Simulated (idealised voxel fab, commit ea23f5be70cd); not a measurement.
You're looking at the process module voxel ribs on slabs.
Cross-sectional view cut (width: 265 nm; square cell size: 5 nm).
Format of a cross-section: grid, square cells. Given as bands. Order: top down. Band: one or more rows of cells. Band: top height; bottom height; in nm. Then, left to right: material with width in nm, for each material. "everywhere": a single material spanning edge to edge. "blank": empty space. Where do heights start? At 0: under that level the wafer as delivered is made of one material only. And the lowest band has no floor; it just carries on downward, as in "from 0 down". The two numbers in a width such as "30 to 40" mark its ends across the band: the first belongs to the top row of cells, the second to the bottom row, and from each row to the next the width moves by the same amount. Any step labelled "nothing changed" changed none of the cells in the cross-section. "Closed internal voids" means: voids of 8 cells or more that are shut off from the top with no open way through. Written width x height at distance, distance from the left edge, in nm. It should be noted that, on the line of a given step, the content following the step's settings is a remark produced by the simulator itself with respect to that step. overlay nm, on a step with a mask: how far to the right of its planned place the mask lay; to the left if negative.
**Steps planned for the process**
1) RECEIVE (material Si)
2) DIRECTIONAL_DEP (material SiO2; thk nm 20)
3) DIRECTIONAL_DEP (material SiN; thk nm 25)
4) PATTERN (tone cover; mask id RIB; material resist; width nm 15; thk nm 15; overlay nm 0)
5) DIRECTIONAL_ETCH (etch materials SiN; depth nm 15)
6) STRIP (etch materials resist)
7) MASKED_ETCH (tone cover; mask id SLAB; width nm 65; etch materials SiN; depth nm 10; overlay nm 0)
8) FILL_DEP (material SiO2; thk nm 30)
9) CMP (height nm 65)
10) DIRECTIONAL_DEP (material W; thk nm 5)
11) DIRECTIONAL_DEP (material aC; thk nm 10)
12) PATTERN (tone cover; mask id HEATER; material resist; width nm 25; thk nm 25; overlay nm 0)
13) DIRECTIONAL_ETCH (etch materials aC; depth nm 10)
14) STRIP (etch materials resist)
15) DIRECTIONAL_ETCH (etch materials W; depth nm 5)
16) STRIP (etch materials aC)
17) CONFORMAL_DEP (material SiN; thk nm 10)
**First of two wafers, with the run carried out as planned**
**Shown in cross-section is the wafer as received, that is, as it stands after step 1**
from 0 down  Si everywhere
Closed internal voids: none
**After step 2: wafer cross-section**
from 20 to 0  SiO2 everywhere
Nothing below the height 0 has changed.
**After step 3: wafer cross-section**
from 45 to 20  SiN everywhere
Nothing below the height 20 has changed.
**After step 4: wafer cross-section**
from 60 to 45  blank 125 nm | resist 15 nm | blank 125 nm
Nothing below the height 45 has changed.
**After step 5: wafer cross-section**
from 60 to 45  blank 125 nm | resist 15 nm | blank 125 nm
from 45 to 30  blank 125 nm | SiN 15 nm | blank 125 nm
Nothing below the height 30 has changed.
**After step 6: wafer cross-section**
from 45 to 30  blank 125 nm | SiN 15 nm | blank 125 nm
Nothing below the height 30 has changed.
**After step 7: wafer cross-section**
from 45 to 30  blank 125 nm | SiN 15 nm | blank 125 nm
from 30 to 20  blank 100 nm | SiN 65 nm | blank 100 nm
Nothing below the height 20 has changed.
**After step 8: wafer cross-section**
from 75 to 45  SiO2 everywhere
from 45 to 30  SiO2 125 nm | SiN 15 nm | SiO2 125 nm
from 30 to 20  SiO2 100 nm | SiN 65 nm | SiO2 100 nm
Nothing below the height 20 has changed.
**After step 9: wafer cross-section**
from 65 to 45  SiO2 everywhere
Nothing below the height 45 has changed.
**After step 10: wafer cross-section**
from 70 to 65  W everywhere
Nothing below the height 65 has changed.
**After step 11: wafer cross-section**
from 80 to 70  aC everywhere
Nothing below the height 70 has changed.
**After step 12: wafer cross-section**
from 105 to 80  blank 120 nm | resist 25 nm | blank 120 nm
Nothing below the height 80 has changed.
**After step 13: wafer cross-section**
from 95 to 80  blank 120 nm | resist 25 nm | blank 120 nm
from 80 to 70  blank 120 nm | aC 25 nm | blank 120 nm
Nothing below the height 70 has changed.
**After step 14: wafer cross-section**
from 80 to 70  blank 120 nm | aC 25 nm | blank 120 nm
Nothing below the height 70 has changed.
**After step 15: wafer cross-section**
from 80 to 70  blank 120 nm | aC 25 nm | blank 120 nm
from 70 to 65  blank 120 nm | W 25 nm | blank 120 nm
Nothing below the height 65 has changed.
**After step 16: wafer cross-section**
from 70 to 65  blank 120 nm | W 25 nm | blank 120 nm
Nothing below the height 65 has changed.
**After step 17: wafer cross-section**
from 80 to 75  blank 110 nm | SiN 45 nm | blank 110 nm
from 75 to 70  SiN everywhere
from 70 to 65  SiN 120 nm | W 25 nm | SiN 120 nm
Nothing below the height 65 has changed.
**Here the second wafer is described. Its start and its plan were those of the first wafer. Its run contained one mistake. Up to and including step 2, it did exactly what the first wafer did**
**The second wafer in cross-section, at the planned close of step 3**
from 70 to 20  SiN everywhere
Nothing below the height 20 has changed.
**The second wafer in cross-section, at the planned close of step 4**
from 85 to 70  blank 125 nm | resist 15 nm | blank 125 nm
Nothing below the height 70 has changed.
**The second wafer in cross-section, at the planned close of step 5**
from 85 to 70  blank 125 nm | resist 15 nm | blank 125 nm
from 70 to 55  blank 125 nm | SiN 15 nm | blank 125 nm
Nothing below the height 55 has changed.
**The second wafer in cross-section, at the planned close of step 6**
from 70 to 55  blank 125 nm | SiN 15 nm | blank 125 nm
Nothing below the height 55 has changed.
**The second wafer in cross-section, at the planned close of step 7**
from 70 to 55  blank 125 nm | SiN 15 nm | blank 125 nm
from 55 to 45  blank 100 nm | SiN 65 nm | blank 100 nm
Nothing below the height 45 has changed.
**The second wafer in cross-section, at the planned close of step 8**
from 100 to 70  SiO2 everywhere
from 70 to 55  SiO2 125 nm | SiN 15 nm | SiO2 125 nm
from 55 to 45  SiO2 100 nm | SiN 65 nm | SiO2 100 nm
Nothing below the height 45 has changed.
**The second wafer in cross-section, at the planned close of step 9**
from 65 to 55  SiO2 125 nm | SiN 15 nm | SiO2 125 nm
Nothing below the height 55 has changed.
**The second wafer in cross-section, at the planned close of step 10**
from 70 to 65  W everywhere
Nothing below the height 65 has changed.
**The second wafer in cross-section, at the planned close of step 11**
from 80 to 70  aC everywhere
Nothing below the height 70 has changed.
**The second wafer in cross-section, at the planned close of step 12**
from 105 to 80  blank 120 nm | resist 25 nm | blank 120 nm
Nothing below the height 80 has changed.
**The second wafer in cross-section, at the planned close of step 13**
from 95 to 80  blank 120 nm | resist 25 nm | blank 120 nm
from 80 to 70  blank 120 nm | aC 25 nm | blank 120 nm
Nothing below the height 70 has changed.
**The second wafer in cross-section, at the planned close of step 14**
from 80 to 70  blank 120 nm | aC 25 nm | blank 120 nm
Nothing below the height 70 has changed.
**The second wafer in cross-section, at the planned close of step 15**
from 80 to 70  blank 120 nm | aC 25 nm | blank 120 nm
from 70 to 65  blank 120 nm | W 25 nm | blank 120 nm
Nothing below the height 65 has changed.
**The second wafer in cross-section, at the planned close of step 16**
from 70 to 65  blank 120 nm | W 25 nm | blank 120 nm
Nothing below the height 65 has changed.
**The second wafer in cross-section, at the planned close of step 17**
from 80 to 75  blank 110 nm | SiN 45 nm | blank 110 nm
from 75 to 70  SiN everywhere
from 70 to 65  SiN 120 nm | W 25 nm | SiN 120 nm
Nothing below the height 65 has changed.
Nonconformance to the process plan: step 3 in the plan was executed twice
It is noted that, at the conclusion of processing, the second wafer exhibits a higher or lower cell count for certain materials relative to the first: +262 SiN; -262 SiO2
